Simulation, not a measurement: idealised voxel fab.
Name of the process module below: voxel trench capacitor
Section cut is 160 nm wide and gridded with 5 nm square cells.
Cross-section spec: square-cell grid; bands listed top down; each band is one or more rows. First you get the band's top height and its bottom height, in nm, and then the materials it's made of, left to right, with each width in nm. If you see a single material with "edge to edge", that one covers the band edge to edge. "blank" is empty space. Convention: height 0 is the level below which the wafer, as received, is all one material. The lowest band does not terminate at the bottom but continues downward, represented as "z 0 and below". When a width is written as two numbers, as in "30..40", the first number is the width in the top row of cells of the band and the second is the width in its bottom row, and the width changes by the same amount from each row to the next. Reading "no alterations made" for a step: not a cell of the cross-section changed in it. "Completely sealed voids" enumerates empty spaces isolated from the top, with no open way to it, that contain at least 8 cells, giving each as width x height at distance from the left edge, all three in nm. Note: text after step settings on the step line = simulator remark on that step. You can add "overlay nm" to a step's line. For a step with a mask, it describes how far the mask lay to the right of its planned position, and a negative number describes a lay to the left.
**Process steps (planned)**
1,RECEIVE (material Si)
2,CONFORMAL_DEP (material SiN; thk nm 5)
3,PATTERN (tone open; mask id TRENCH; material resist; width nm 30; pitch nm 50; thk nm 20; overlay nm 0)
4,DIRECTIONAL_ETCH (etch materials SiN; depth nm 5)
5,DIRECTIONAL_ETCH (etch materials Si; depth nm 25)
6,STRIP (etch materials resist)
7,CONFORMAL_DEP (material Al2O3; thk nm 5)
8,CONFORMAL_DEP (material TiN; thk nm 5)
9,FILL_DEP (material W; thk nm 10)
10,CMP (height nm 5)
**Delivered wafer in cross-section: state after step 1**
  z 0 and below  Si edge to edge
  Completely sealed voids: none
**Module complete - cross-section of the first of two wafers, run according to plan**
  z 5 to 0  SiN=15; Al2O3=5; TiN=5; W=10; TiN=5; Al2O3=5; SiN=20; Al2O3=5; TiN=5; W=10; TiN=5; Al2O3=5; SiN=20; Al2O3=5; TiN=5; W=10; TiN=5; Al2O3=5; SiN=15
  z 0 to -15  Si=15; Al2O3=5; TiN=5; W=10; TiN=5; Al2O3=5; Si=20; Al2O3=5; TiN=5; W=10; TiN=5; Al2O3=5; Si=20; Al2O3=5; TiN=5; W=10; TiN=5; Al2O3=5; Si=15
  z -15 to -20  Si=15; Al2O3=5; TiN=20; Al2O3=5; Si=20; Al2O3=5; TiN=20; Al2O3=5; Si=20; Al2O3=5; TiN=20; Al2O3=5; Si=15
  z -20 to -25  Si=15; Al2O3=30; Si=20; Al2O3=30; Si=20; Al2O3=30; Si=15
  z -25 and below  Si edge to edge
  Completely sealed voids: none
**Here is the second of the two wafers cut open at the end of the module - same start, same plan as the first one, but we made one mistake running it**
  z 5 to 0  SiN=15; TiN=10; W=10; TiN=10; SiN=20; TiN=10; W=10; TiN=10; SiN=20; TiN=10; W=10; TiN=10; SiN=15
  z 0 to -15  Si=15; TiN=10; W=10; TiN=10; Si=20; TiN=10; W=10; TiN=10; Si=20; TiN=10; W=10; TiN=10; Si=15
  z -15 to -25  Si=15; TiN=30; Si=20; TiN=30; Si=20; TiN=30; Si=15
  z -25 and below  Si edge to edge
  Completely sealed voids: none
what went wrong: rather than as planned, step 7 actually ran as CONFORMAL_DEP (material TiN; thk nm 5)
The second wafer ends with more or fewer cells of some materials than the first, per final count: 48 fewer of Al2O3, 48 more of TiN
